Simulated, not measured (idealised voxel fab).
A process module follows: voxel trench capacitor.
240 nm wide, 5 nm square cells: that's cross-section cut.
Think of the cross-section as a grid of square cells. We describe it in bands, top to bottom, and each band covers one or more rows of those cells.
Band: top height; bottom height; in nm. Then, left to right: material with width in nm, for each material. "full width": a single material spanning edge to edge. "air": empty space.
Height 0 is the level under which the wafer as received is all one material. The lowest band goes on downwards, as in "0 nm and below".
Width spec "30 to 40" -> top row of cells at first value, bottom row at second value, equal per-row change in between.
The cross-section has no changed cell in any step marked "no modifications".
In the "Voids, enclosed" entry, you get each enclosed empty space of 8 cells or more, one with no open way to the top, written width x height at distance, distance from the left edge, in nm.
On a step's line, text after the settings is the simulator commenting on that step.
overlay nm: for a step with a mask, the amount by which the mask lay right of where it was planned; a negative amount means left of it.
Each of the pairs that make up the rest of this document says: here is the cross-section before one process step, here is the cross-section after it, drawn only down to the lowest band that changed, and here, under the pair, is the step lying between them with its settings. Different pairs may come from different runs of this module on the same starting wafer, so a pair continues from the pair above it only where its entry headed "Ex-ante state" says so.

### Ex-ante state
0 nm and below | Si full width
Voids, enclosed: none

### As Processed
10 nm to 0 nm | SiN full width
Everything under 0 stays put, no change at all.
Voids, enclosed: none
Step linking the sections shown: CONFORMAL_DEP, material SiN, thk nm 10

Ex-ante state: per the after cross-section of the pair just above.

### As Processed
10 nm to 0 nm | 45 of SiN, 25 of air, 15 of SiN, 25 of air, 15 of SiN, 25 of air, 15 of SiN, 25 of air, 50 of SiN
Everything under 0 stays put, no change at all.
Voids, enclosed: none
Step linking the sections shown: MASKED_ETCH, tone open, mask id TRENCH, width nm 25, pitch nm 40, etch materials SiN, depth nm 10, overlay nm 0

Ex-ante state: per the after cross-section of the pair just above.

### As Processed
10 nm to 0 nm | 45 of SiN, 25 of air, 15 of SiN, 25 of air, 15 of SiN, 25 of air, 15 of SiN, 25 of air, 50 of SiN
0 nm to -40 nm | 45 of Si, 25 of air, 15 of Si, 25 of air, 15 of Si, 25 of air, 15 of Si, 25 of air, 50 of Si
Everything under -40 stays put, no change at all.
Voids, enclosed: none
Step linking the sections shown: MASKED_ETCH, tone open, mask id TRENCH, width nm 25, pitch nm 40, etch materials Si, depth nm 40, overlay nm 0

Ex-ante state: per the after cross-section of the pair just above.

### As Processed
15 nm to 10 nm | 50 of Al2O3, 15 of air, 25 of Al2O3, 15 of air, 25 of Al2O3, 15 of air, 25 of Al2O3, 15 of air, 55 of Al2O3
10 nm to 0 nm | 45 of SiN, 5 of Al2O3, 15 of air, 5 of Al2O3, 15 of SiN, 5 of Al2O3, 15 of air, 5 of Al2O3, 15 of SiN, 5 of Al2O3, 15 of air, 5 of Al2O3, 15 of SiN, 5 of Al2O3, 15 of air, 5 of Al2O3, 50 of SiN
0 nm to -35 nm | 45 of Si, 5 of Al2O3, 15 of air, 5 of Al2O3, 15 of Si, 5 of Al2O3, 15 of air, 5 of Al2O3, 15 of Si, 5 of Al2O3, 15 of air, 5 of Al2O3, 15 of Si, 5 of Al2O3, 15 of air, 5 of Al2O3, 50 of Si
-35 nm to -40 nm | 45 of Si, 25 of Al2O3, 15 of Si, 25 of Al2O3, 15 of Si, 25 of Al2O3, 15 of Si, 25 of Al2O3, 50 of Si
Everything under -40 stays put, no change at all.
Voids, enclosed: none
Step linking the sections shown: CONFORMAL_DEP, material Al2O3, thk nm 5

Ex-ante state: per the after cross-section of the pair just above.

### As Processed
25 nm to 15 nm | polySi full width
15 nm to 10 nm | 50 of Al2O3, 15 of polySi, 25 of Al2O3, 15 of polySi, 25 of Al2O3, 15 of polySi, 25 of Al2O3, 15 of polySi, 55 of Al2O3
10 nm to 0 nm | 45 of SiN, 5 of Al2O3, 15 of polySi, 5 of Al2O3, 15 of SiN, 5 of Al2O3, 15 of polySi, 5 of Al2O3, 15 of SiN, 5 of Al2O3, 15 of polySi, 5 of Al2O3, 15 of SiN, 5 of Al2O3, 15 of polySi, 5 of Al2O3, 50 of SiN
0 nm to -35 nm | 45 of Si, 5 of Al2O3, 15 of polySi, 5 of Al2O3, 15 of Si, 5 of Al2O3, 15 of polySi, 5 of Al2O3, 15 of Si, 5 of Al2O3, 15 of polySi, 5 of Al2O3, 15 of Si, 5 of Al2O3, 15 of polySi, 5 of Al2O3, 50 of Si
Everything under -35 stays put, no change at all.
Voids, enclosed: none
Step linking the sections shown: FILL_DEP, material polySi, thk nm 10

Ex-ante state: per the after cross-section of the pair just above.

### As Processed
10 nm to 0 nm | 45 of SiN, 5 of Al2O3, 15 of polySi, 5 of Al2O3, 15 of SiN, 5 of Al2O3, 15 of polySi, 5 of Al2O3, 15 of SiN, 5 of Al2O3, 15 of polySi, 5 of Al2O3, 15 of SiN, 5 of Al2O3, 15 of polySi, 5 of Al2O3, 50 of SiN
Everything under 0 stays put, no change at all.
Voids, enclosed: none
Step linking the sections shown: CMP, height nm 10

### Ex-ante state
0 nm and below | Si full width
Voids, enclosed: none

### As Processed
0 nm to -40 nm | 45 of Si, 25 of air, 15 of Si, 25 of air, 15 of Si, 25 of air, 15 of Si, 25 of air, 50 of Si
Everything under -40 stays put, no change at all.
Voids, enclosed: none
Step linking the sections shown: MASKED_ETCH, tone open, mask id TRENCH, width nm 25, pitch nm 40, etch materials Si, depth nm 40, overlay nm 0

Ex-ante state: per the after cross-section of the pair just above.

### As Processed
5 nm to 0 nm | 50 of Al2O3, 15 of air, 25 of Al2O3, 15 of air, 25 of Al2O3, 15 of air, 25 of Al2O3, 15 of air, 55 of Al2O3
0 nm to -35 nm | 45 of Si, 5 of Al2O3, 15 of air, 5 of Al2O3, 15 of Si, 5 of Al2O3, 15 of air, 5 of Al2O3, 15 of Si, 5 of Al2O3, 15 of air, 5 of Al2O3, 15 of Si, 5 of Al2O3, 15 of air, 5 of Al2O3, 50 of Si
-35 nm to -40 nm | 45 of Si, 25 of Al2O3, 15 of Si, 25 of Al2O3, 15 of Si, 25 of Al2O3, 15 of Si, 25 of Al2O3, 50 of Si
Everything under -40 stays put, no change at all.
Voids, enclosed: none
Step linking the sections shown: CONFORMAL_DEP, material Al2O3, thk nm 5

Ex-ante state: per the after cross-section of the pair just above.

### As Processed
15 nm to 5 nm | polySi full width
5 nm to 0 nm | 50 of Al2O3, 15 of polySi, 25 of Al2O3, 15 of polySi, 25 of Al2O3, 15 of polySi, 25 of Al2O3, 15 of polySi, 55 of Al2O3
0 nm to -35 nm | 45 of Si, 5 of Al2O3, 15 of polySi, 5 of Al2O3, 15 of Si, 5 of Al2O3, 15 of polySi, 5 of Al2O3, 15 of Si, 5 of Al2O3, 15 of polySi, 5 of Al2O3, 15 of Si, 5 of Al2O3, 15 of polySi, 5 of Al2O3, 50 of Si
Everything under -35 stays put, no change at all.
Voids, enclosed: none
Step linking the sections shown: FILL_DEP, material polySi, thk nm 10

Ex-ante state: per the after cross-section of the pair just above.

### As Processed
10 nm to 5 nm | polySi full width
Everything under 5 stays put, no change at all.
Voids, enclosed: none
Step linking the sections shown: CMP, height nm 10

### Ex-ante state
25 nm to 15 nm | polySi full width
15 nm to 10 nm | 50 of Al2O3, 15 of polySi, 25 of Al2O3, 15 of polySi, 25 of Al2O3, 15 of polySi, 25 of Al2O3, 15 of polySi, 55 of Al2O3
10 nm to 0 nm | 45 of SiN, 5 of Al2O3, 15 of polySi, 5 of Al2O3, 15 of SiN, 5 of Al2O3, 15 of polySi, 5 of Al2O3, 15 of SiN, 5 of Al2O3, 15 of polySi, 5 of Al2O3, 15 of SiN, 5 of Al2O3, 15 of polySi, 5 of Al2O3, 50 of SiN
0 nm to -35 nm | 45 of Si, 5 of Al2O3, 15 of polySi, 5 of Al2O3, 15 of Si, 5 of Al2O3, 15 of polySi, 5 of Al2O3, 15 of Si, 5 of Al2O3, 15 of polySi, 5 of Al2O3, 15 of Si, 5 of Al2O3, 15 of polySi, 5 of Al2O3, 50 of Si
-35 nm to -40 nm | 45 of Si, 25 of Al2O3, 15 of Si, 25 of Al2O3, 15 of Si, 25 of Al2O3, 15 of Si, 25 of Al2O3, 50 of Si
-40 nm and below | Si full width
Voids, enclosed: none

### As Processed
35 nm to 15 nm | polySi full width
Everything under 15 stays put, no change at all.
Voids, enclosed: none
Step linking the sections shown: FILL_DEP, material polySi, thk nm 10

Ex-ante state: per the after cross-section of the pair just above.

### As Processed
10 nm to 0 nm | 45 of SiN, 5 of Al2O3, 15 of polySi, 5 of Al2O3, 15 of SiN, 5 of Al2O3, 15 of polySi, 5 of Al2O3, 15 of SiN, 5 of Al2O3, 15 of polySi, 5 of Al2O3, 15 of SiN, 5 of Al2O3, 15 of polySi, 5 of Al2O3, 50 of SiN
Everything under 0 stays put, no change at all.
Voids, enclosed: none
Step linking the sections shown: CMP, height nm 10

### Ex-ante state
10 nm to 0 nm | 45 of SiN, 25 of air, 15 of SiN, 25 of air, 15 of SiN, 25 of air, 15 of SiN, 25 of air, 50 of SiN
0 nm and below | Si full width
Voids, enclosed: none

### As Processed
10 nm to 0 nm | 45 of SiN, 25 of air, 15 of SiN, 25 of air, 15 of SiN, 25 of air, 15 of SiN, 25 of air, 50 of SiN
0 nm to -50 nm | 45 of Si, 25 of air, 15 of Si, 25 of air, 15 of Si, 25 of air, 15 of Si, 25 of air, 50 of Si
Everything under -50 stays put, no change at all.
Voids, enclosed: none
Step linking the sections shown: MASKED_ETCH, tone open, mask id TRENCH, width nm 25, pitch nm 40, etch materials Si, depth nm 50, overlay nm 0

Ex-ante state: per the after cross-section of the pair just above.

### As Processed
15 nm to 10 nm | 50 of Al2O3, 15 of air, 25 of Al2O3, 15 of air, 25 of Al2O3, 15 of air, 25 of Al2O3, 15 of air, 55 of Al2O3
10 nm to 0 nm | 45 of SiN, 5 of Al2O3, 15 of air, 5 of Al2O3, 15 of SiN, 5 of Al2O3, 15 of air, 5 of Al2O3, 15 of SiN, 5 of Al2O3, 15 of air, 5 of Al2O3, 15 of SiN, 5 of Al2O3, 15 of air, 5 of Al2O3, 50 of SiN
0 nm to -45 nm | 45 of Si, 5 of Al2O3, 15 of air, 5 of Al2O3, 15 of Si, 5 of Al2O3, 15 of air, 5 of Al2O3, 15 of Si, 5 of Al2O3, 15 of air, 5 of Al2O3, 15 of Si, 5 of Al2O3, 15 of air, 5 of Al2O3, 50 of Si
-45 nm to -50 nm | 45 of Si, 25 of Al2O3, 15 of Si, 25 of Al2O3, 15 of Si, 25 of Al2O3, 15 of Si, 25 of Al2O3, 50 of Si
Everything under -50 stays put, no change at all.
Voids, enclosed: none
Step linking the sections shown: CONFORMAL_DEP, material Al2O3, thk nm 5

Ex-ante state: per the after cross-section of the pair just above.

### As Processed
25 nm to 15 nm | polySi full width
15 nm to 10 nm | 50 of Al2O3, 15 of polySi, 25 of Al2O3, 15 of polySi, 25 of Al2O3, 15 of polySi, 25 of Al2O3, 15 of polySi, 55 of Al2O3
10 nm to 0 nm | 45 of SiN, 5 of Al2O3, 15 of polySi, 5 of Al2O3, 15 of SiN, 5 of Al2O3, 15 of polySi, 5 of Al2O3, 15 of SiN, 5 of Al2O3, 15 of polySi, 5 of Al2O3, 15 of SiN, 5 of Al2O3, 15 of polySi, 5 of Al2O3, 50 of SiN
0 nm to -45 nm | 45 of Si, 5 of Al2O3, 15 of polySi, 5 of Al2O3, 15 of Si, 5 of Al2O3, 15 of polySi, 5 of Al2O3, 15 of Si, 5 of Al2O3, 15 of polySi, 5 of Al2O3, 15 of Si, 5 of Al2O3, 15 of polySi, 5 of Al2O3, 50 of Si
Everything under -45 stays put, no change at all.
Voids, enclosed: none
Step linking the sections shown: FILL_DEP, material polySi, thk nm 10

Ex-ante state: per the after cross-section of the pair just above.

### As Processed
10 nm to 0 nm | 45 of SiN, 5 of Al2O3, 15 of polySi, 5 of Al2O3, 15 of SiN, 5 of Al2O3, 15 of polySi, 5 of Al2O3, 15 of SiN, 5 of Al2O3, 15 of polySi, 5 of Al2O3, 15 of SiN, 5 of Al2O3, 15 of polySi, 5 of Al2O3, 50 of SiN
Everything under 0 stays put, no change at all.
Voids, enclosed: none
Step linking the sections shown: CMP, height nm 10

### Ex-ante state
10 nm to 0 nm | 45 of SiN, 25 of air, 15 of SiN, 25 of air, 15 of SiN, 25 of air, 15 of SiN, 25 of air, 50 of SiN
0 nm and below | Si full width
Voids, enclosed: none

### As Processed
10 nm to 0 nm | 45 of SiN, 25 of air, 15 of SiN, 25 of air, 15 of SiN, 25 of air, 15 of SiN, 25 of air, 50 of SiN
0 nm to -40 nm | 50 of Si, 15 of air, 25 of Si, 15 of air, 25 of Si, 15 of air, 25 of Si, 15 of air, 55 of Si
Everything under -40 stays put, no change at all.
Voids, enclosed: none
Step linking the sections shown: MASKED_ETCH, tone open, mask id TRENCH, width nm 15, pitch nm 40, etch materials Si, depth nm 40, overlay nm 0

Ex-ante state: per the after cross-section of the pair just above.

### As Processed
15 nm to 10 nm | 50 of Al2O3, 15 of air, 25 of Al2O3, 15 of air, 25 of Al2O3, 15 of air, 25 of Al2O3, 15 of air, 55 of Al2O3
10 nm to 0 nm | 45 of SiN, 5 to 10 of Al2O3, 15 to 5 of air, 5 to 10 of Al2O3, 15 of SiN, 5 to 10 of Al2O3, 15 to 5 of air, 5 to 10 of Al2O3, 15 of SiN, 5 to 10 of Al2O3, 15 to 5 of air, 5 to 10 of Al2O3, 15 of SiN, 5 to 10 of Al2O3, 15 to 5 of air, 5 to 10 of Al2O3, 50 of SiN
0 nm to -35 nm | 50 of Si, 5 of Al2O3, 5 of air, 5 of Al2O3, 25 of Si, 5 of Al2O3, 5 of air, 5 of Al2O3, 25 of Si, 5 of Al2O3, 5 of air, 5 of Al2O3, 25 of Si, 5 of Al2O3, 5 of air, 5 of Al2O3, 55 of Si
-35 nm to -40 nm | 50 of Si, 15 of Al2O3, 25 of Si, 15 of Al2O3, 25 of Si, 15 of Al2O3, 25 of Si, 15 of Al2O3, 55 of Si
Everything under -40 stays put, no change at all.
Voids, enclosed: none
Step linking the sections shown: CONFORMAL_DEP, material Al2O3, thk nm 5

Ex-ante state: per the after cross-section of the pair just above.

### As Processed
25 nm to 15 nm | polySi full width
15 nm to 10 nm | 50 of Al2O3, 15 of polySi, 25 of Al2O3, 15 of polySi, 25 of Al2O3, 15 of polySi, 25 of Al2O3, 15 of polySi, 55 of Al2O3
10 nm to 0 nm | 45 of SiN, 5 to 10 of Al2O3, 15 to 5 of polySi, 5 to 10 of Al2O3, 15 of SiN, 5 to 10 of Al2O3, 15 to 5 of polySi, 5 to 10 of Al2O3, 15 of SiN, 5 to 10 of Al2O3, 15 to 5 of polySi, 5 to 10 of Al2O3, 15 of SiN, 5 to 10 of Al2O3, 15 to 5 of polySi, 5 to 10 of Al2O3, 50 of SiN
0 nm to -35 nm | 50 of Si, 5 of Al2O3, 5 of polySi, 5 of Al2O3, 25 of Si, 5 of Al2O3, 5 of polySi, 5 of Al2O3, 25 of Si, 5 of Al2O3, 5 of polySi, 5 of Al2O3, 25 of Si, 5 of Al2O3, 5 of polySi, 5 of Al2O3, 55 of Si
Everything under -35 stays put, no change at all.
Voids, enclosed: none
Step linking the sections shown: FILL_DEP, material polySi, thk nm 10

Ex-ante state: per the after cross-section of the pair just above.

### As Processed
10 nm to 0 nm | 45 of SiN, 5 to 10 of Al2O3, 15 to 5 of polySi, 5 to 10 of Al2O3, 15 of SiN, 5 to 10 of Al2O3, 15 to 5 of polySi, 5 to 10 of Al2O3, 15 of SiN, 5 to 10 of Al2O3, 15 to 5 of polySi, 5 to 10 of Al2O3, 15 of SiN, 5 to 10 of Al2O3, 15 to 5 of polySi, 5 to 10 of Al2O3, 50 of SiN
Everything under 0 stays put, no change at all.
Voids, enclosed: none
Step linking the sections shown: CMP, height nm 10

### Ex-ante state
10 nm to 0 nm | SiN full width
0 nm and below | Si full width
Voids, enclosed: none

### As Processed
10 nm to 0 nm | 40 of SiN, 25 of air, 15 of SiN, 25 of air, 15 of SiN, 25 of air, 15 of SiN, 25 of air, 55 of SiN
Everything under 0 stays put, no change at all.
Voids, enclosed: none
Step linking the sections shown: MASKED_ETCH, tone open, mask id TRENCH, width nm 25, pitch nm 40, etch materials SiN, depth nm 10, overlay nm -5

Ex-ante state: per the after cross-section of the pair just above.

### As Processed
10 nm to 0 nm | 40 of SiN, 25 of air, 15 of SiN, 25 of air, 15 of SiN, 25 of air, 15 of SiN, 25 of air, 55 of SiN
0 nm to -40 nm | 45 of Si, 20 of air, 20 of Si, 20 of air, 20 of Si, 20 of air, 20 of Si, 20 of air, 55 of Si
Everything under -40 stays put, no change at all.
Voids, enclosed: none
Step linking the sections shown: MASKED_ETCH, tone open, mask id TRENCH, width nm 25, pitch nm 40, etch materials Si, depth nm 40, overlay nm 0

Ex-ante state: per the after cross-section of the pair just above.

### As Processed
15 nm to 10 nm | 45 of Al2O3, 15 of air, 25 of Al2O3, 15 of air, 25 of Al2O3, 15 of air, 25 of Al2O3, 15 of air, 60 of Al2O3
10 nm to 0 nm | 40 of SiN, 5 to 10 of Al2O3, 15 to 10 of air, 5 of Al2O3, 15 of SiN, 5 to 10 of Al2O3, 15 to 10 of air, 5 of Al2O3, 15 of SiN, 5 to 10 of Al2O3, 15 to 10 of air, 5 of Al2O3, 15 of SiN, 5 to 10 of Al2O3, 15 to 10 of air, 5 of Al2O3, 55 of SiN
0 nm to -35 nm | 45 of Si, 5 of Al2O3, 10 of air, 5 of Al2O3, 20 of Si, 5 of Al2O3, 10 of air, 5 of Al2O3, 20 of Si, 5 of Al2O3, 10 of air, 5 of Al2O3, 20 of Si, 5 of Al2O3, 10 of air, 5 of Al2O3, 55 of Si
-35 nm to -40 nm | 45 of Si, 20 of Al2O3, 20 of Si, 20 of Al2O3, 20 of Si, 20 of Al2O3, 20 of Si, 20 of Al2O3, 55 of Si
Everything under -40 stays put, no change at all.
Voids, enclosed: none
Step linking the sections shown: CONFORMAL_DEP, material Al2O3, thk nm 5

Ex-ante state: per the after cross-section of the pair just above.

### As Processed
25 nm to 15 nm | polySi full width
15 nm to 10 nm | 45 of Al2O3, 15 of polySi, 25 of Al2O3, 15 of polySi, 25 of Al2O3, 15 of polySi, 25 of Al2O3, 15 of polySi, 60 of Al2O3
10 nm to 0 nm | 40 of SiN, 5 to 10 of Al2O3, 15 to 10 of polySi, 5 of Al2O3, 15 of SiN, 5 to 10 of Al2O3, 15 to 10 of polySi, 5 of Al2O3, 15 of SiN, 5 to 10 of Al2O3, 15 to 10 of polySi, 5 of Al2O3, 15 of SiN, 5 to 10 of Al2O3, 15 to 10 of polySi, 5 of Al2O3, 55 of SiN
0 nm to -35 nm | 45 of Si, 5 of Al2O3, 10 of polySi, 5 of Al2O3, 20 of Si, 5 of Al2O3, 10 of polySi, 5 of Al2O3, 20 of Si, 5 of Al2O3, 10 of polySi, 5 of Al2O3, 20 of Si, 5 of Al2O3, 10 of polySi, 5 of Al2O3, 55 of Si
Everything under -35 stays put, no change at all.
Voids, enclosed: none
Step linking the sections shown: FILL_DEP, material polySi, thk nm 10

Ex-ante state: per the after cross-section of the pair just above.

### As Processed
10 nm to 0 nm | 40 of SiN, 5 to 10 of Al2O3, 15 to 10 of polySi, 5 of Al2O3, 15 of SiN, 5 to 10 of Al2O3, 15 to 10 of polySi, 5 of Al2O3, 15 of SiN, 5 to 10 of Al2O3, 15 to 10 of polySi, 5 of Al2O3, 15 of SiN, 5 to 10 of Al2O3, 15 to 10 of polySi, 5 of Al2O3, 55 of SiN
Everything under 0 stays put, no change at all.
Voids, enclosed: none
Step linking the sections shown: CMP, height nm 10

### Ex-ante state
10 nm to 0 nm | 45 of SiN, 25 of air, 15 of SiN, 25 of air, 15 of SiN, 25 of air, 15 of SiN, 25 of air, 50 of SiN
0 nm to -40 nm | 45 of Si, 25 of air, 15 of Si, 25 of air, 15 of Si, 25 of air, 15 of Si, 25 of air, 50 of Si
-40 nm and below | Si full width
Voids, enclosed: none

### As Processed
15 nm to 0 nm | 50 of SiN, 15 of air, 25 of SiN, 15 of air, 25 of SiN, 15 of air, 25 of SiN, 15 of air, 55 of SiN
0 nm to -35 nm | 45 of Si, 5 of SiN, 15 of air, 5 of SiN, 15 of Si, 5 of SiN, 15 of air, 5 of SiN, 15 of Si, 5 of SiN, 15 of air, 5 of SiN, 15 of Si, 5 of SiN, 15 of air, 5 of SiN, 50 of Si
-35 nm to -40 nm | 45 of Si, 25 of SiN, 15 of Si, 25 of SiN, 15 of Si, 25 of SiN, 15 of Si, 25 of SiN, 50 of Si
Everything under -40 stays put, no change at all.
Voids, enclosed: none
Step linking the sections shown: CONFORMAL_DEP, material SiN, thk nm 5

Ex-ante state: per the after cross-section of the pair just above.

### As Processed
25 nm to 15 nm | polySi full width
15 nm to 0 nm | 50 of SiN, 15 of polySi, 25 of SiN, 15 of polySi, 25 of SiN, 15 of polySi, 25 of SiN, 15 of polySi, 55 of SiN
0 nm to -35 nm | 45 of Si, 5 of SiN, 15 of polySi, 5 of SiN, 15 of Si, 5 of SiN, 15 of polySi, 5 of SiN, 15 of Si, 5 of SiN, 15 of polySi, 5 of SiN, 15 of Si, 5 of SiN, 15 of polySi, 5 of SiN, 50 of Si
Everything under -35 stays put, no change at all.
Voids, enclosed: none
Step linking the sections shown: FILL_DEP, material polySi, thk nm 10

Ex-ante state: per the after cross-section of the pair just above.

### As Processed
10 nm to 0 nm | 50 of SiN, 15 of polySi, 25 of SiN, 15 of polySi, 25 of SiN, 15 of polySi, 25 of SiN, 15 of polySi, 55 of SiN
Everything under 0 stays put, no change at all.
Voids, enclosed: none
Step linking the sections shown: CMP, height nm 10

### Ex-ante state
10 nm to 0 nm | SiN full width
0 nm and below | Si full width
Voids, enclosed: none

### As Processed
10 nm to 0 nm | 45 of air, 25 of SiN, 15 of air, 25 of SiN, 15 of air, 25 of SiN, 15 of air, 25 of SiN, 50 of air
Everything under 0 stays put, no change at all.
Voids, enclosed: none
Step linking the sections shown: MASKED_ETCH, tone cover, mask id TRENCH, width nm 25, pitch nm 40, etch materials SiN, depth nm 10, overlay nm 0

Ex-ante state: per the after cross-section of the pair just above.

### As Processed
15 nm to 10 nm | 40 of air, 35 of Al2O3, 5 of air, 35 of Al2O3, 5 of air, 35 of Al2O3, 5 of air, 35 of Al2O3, 45 of air
10 nm to 5 nm | 40 of air, 5 of Al2O3, 25 of SiN, 5 of Al2O3, 5 of air, 5 of Al2O3, 25 of SiN, 5 of Al2O3, 5 of air, 5 of Al2O3, 25 of SiN, 5 of Al2O3, 5 of air, 5 of Al2O3, 25 of SiN, 5 of Al2O3, 45 of air
5 nm to 0 nm | 45 of Al2O3, 25 of SiN, 15 of Al2O3, 25 of SiN, 15 of Al2O3, 25 of SiN, 15 of Al2O3, 25 of SiN, 50 of Al2O3
Everything under 0 stays put, no change at all.
Voids, enclosed: none
Step linking the sections shown: CONFORMAL_DEP, material Al2O3, thk nm 5

Ex-ante state: per the after cross-section of the pair just above.

### As Processed
25 nm to 15 nm | polySi full width
15 nm to 10 nm | 40 of polySi, 35 of Al2O3, 5 of polySi, 35 of Al2O3, 5 of polySi, 35 of Al2O3, 5 of polySi, 35 of Al2O3, 45 of polySi
10 nm to 5 nm | 40 of polySi, 5 of Al2O3, 25 of SiN, 5 of Al2O3, 5 of polySi, 5 of Al2O3, 25 of SiN, 5 of Al2O3, 5 of polySi, 5 of Al2O3, 25 of SiN, 5 of Al2O3, 5 of polySi, 5 of Al2O3, 25 of SiN, 5 of Al2O3, 45 of polySi
Everything under 5 stays put, no change at all.
Voids, enclosed: none
Step linking the sections shown: FILL_DEP, material polySi, thk nm 10

Ex-ante state: per the after cross-section of the pair just above.

### As Processed
10 nm to 5 nm | 40 of polySi, 5 of Al2O3, 25 of SiN, 5 of Al2O3, 5 of polySi, 5 of Al2O3, 25 of SiN, 5 of Al2O3, 5 of polySi, 5 of Al2O3, 25 of SiN, 5 of Al2O3, 5 of polySi, 5 of Al2O3, 25 of SiN, 5 of Al2O3, 45 of polySi
Everything under 5 stays put, no change at all.
Voids, enclosed: none
Step linking the sections shown: CMP, height nm 10
